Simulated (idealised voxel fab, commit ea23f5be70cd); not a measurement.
The process module presented herein is designated voxel trench capacitor.
175 nm wide, 5 nm square cells: that's cross-section cut.
Cross-section layout: square cells on a grid; listed as bands, top to bottom; a band spans one or more cell rows.
For a band, the entry starts with two heights in nm, that of the top and then that of the bottom, and carries on with the band's materials in order from left to right, each alongside its width in nm; the word "throughout" beside a single material means it fills the band edge to edge, and "blank" means empty space.
Zero point of the height axis is 0; under it, received wafer = one material. Lowest band: continues down indefinitely, "from 0 down".
Read "30->40" as a graded width: first number on top, second number at the bottom, same change between each pair of neighbouring rows.
A step reported as "no alteration" is a step in which no cell of the cross-section changed.
Voids not open to the top, 8 cells minimum: see "Enclosed cavities". Written width x height at distance; distance is from the left edge; nm.
Note: text after step settings on the step line = simulator remark on that step.
"overlay nm" answers the question of how far to the right of plan the mask lay on a step that has a mask, and when it is negative the answer is to the left.
-- The process steps that were planned are listed below
1 RECEIVE | material Si
2 CONFORMAL_DEP | material SiN | thk nm 10
3 DIRECTIONAL_DEP | material aC | thk nm 15
4 PATTERN | tone open | mask id TRENCH | material resist | width nm 25 | pitch nm 55 | thk nm 35 | overlay nm 0
5 DIRECTIONAL_ETCH | etch materials aC | depth nm 15
6 STRIP | etch materials resist
7 DIRECTIONAL_ETCH | etch materials SiN | depth nm 10
8 DIRECTIONAL_ETCH | etch materials Si | depth nm 25
9 STRIP | etch materials aC
10 CONFORMAL_DEP | material Al2O3 | thk nm 5
11 CONFORMAL_DEP | material TiN | thk nm 5
12 FILL_DEP | material W | thk nm 10
13 CMP | height nm 10
-- As received (post step 1): cross-section
- from 0 down  Si throughout
- Enclosed cavities: none
-- Post-module cross-section of the first of two wafers (run per plan)
- from 10 to 0  SiN (45), then Al2O3 (5), then TiN (5), then W (5), then TiN (5), then Al2O3 (5), then SiN (30), then Al2O3 (5), then TiN (5), then W (5), then TiN (5), then Al2O3 (5), then SiN (50)
- from 0 to -15  Si (45), then Al2O3 (5), then TiN (5), then W (5), then TiN (5), then Al2O3 (5), then Si (30), then Al2O3 (5), then TiN (5), then W (5), then TiN (5), then Al2O3 (5), then Si (50)
- from -15 to -20  Si (45), then Al2O3 (5), then TiN (15), then Al2O3 (5), then Si (30), then Al2O3 (5), then TiN (15), then Al2O3 (5), then Si (50)
- from -20 to -25  Si (45), then Al2O3 (25), then Si (30), then Al2O3 (25), then Si (50)
- from -25 down  Si throughout
- Enclosed cavities: none
-- Cross-section at end of module for the second wafer of two, which matched the first in starting point and plan and differed by one mistake in its processing
- from 10 to 0  W (35), then TiN (5), then Al2O3 (5), then SiN (25), then Al2O3 (5), then TiN (5), then W (10), then TiN (5), then Al2O3 (5), then SiN (25), then Al2O3 (5), then TiN (5), then W (40)
- from 0 to -15  W (35), then TiN (5), then Al2O3 (5), then Si (25), then Al2O3 (5), then TiN (5), then W (10), then TiN (5), then Al2O3 (5), then Si (25), then Al2O3 (5), then TiN (5), then W (40)
- from -15 to -20  TiN (40), then Al2O3 (5), then Si (25), then Al2O3 (5), then TiN (20), then Al2O3 (5), then Si (25), then Al2O3 (5), then TiN (45)
- from -20 to -25  Al2O3 (45), then Si (25), then Al2O3 (30), then Si (25), then Al2O3 (50)
- from -25 down  Si throughout
- Enclosed cavities: none
The mistake made against the process plan was this: planned and actual differ for step 4; actual: PATTERN | tone cover | mask id TRENCH | material resist | width nm 25 | pitch nm 55 | thk nm 35 | overlay nm 0
Final wafer comparison in cells, second versus first, more or fewer per material: 15 more of Al2O3; 75 fewer of Si; 30 fewer of SiN; 15 more of TiN; 75 more of W
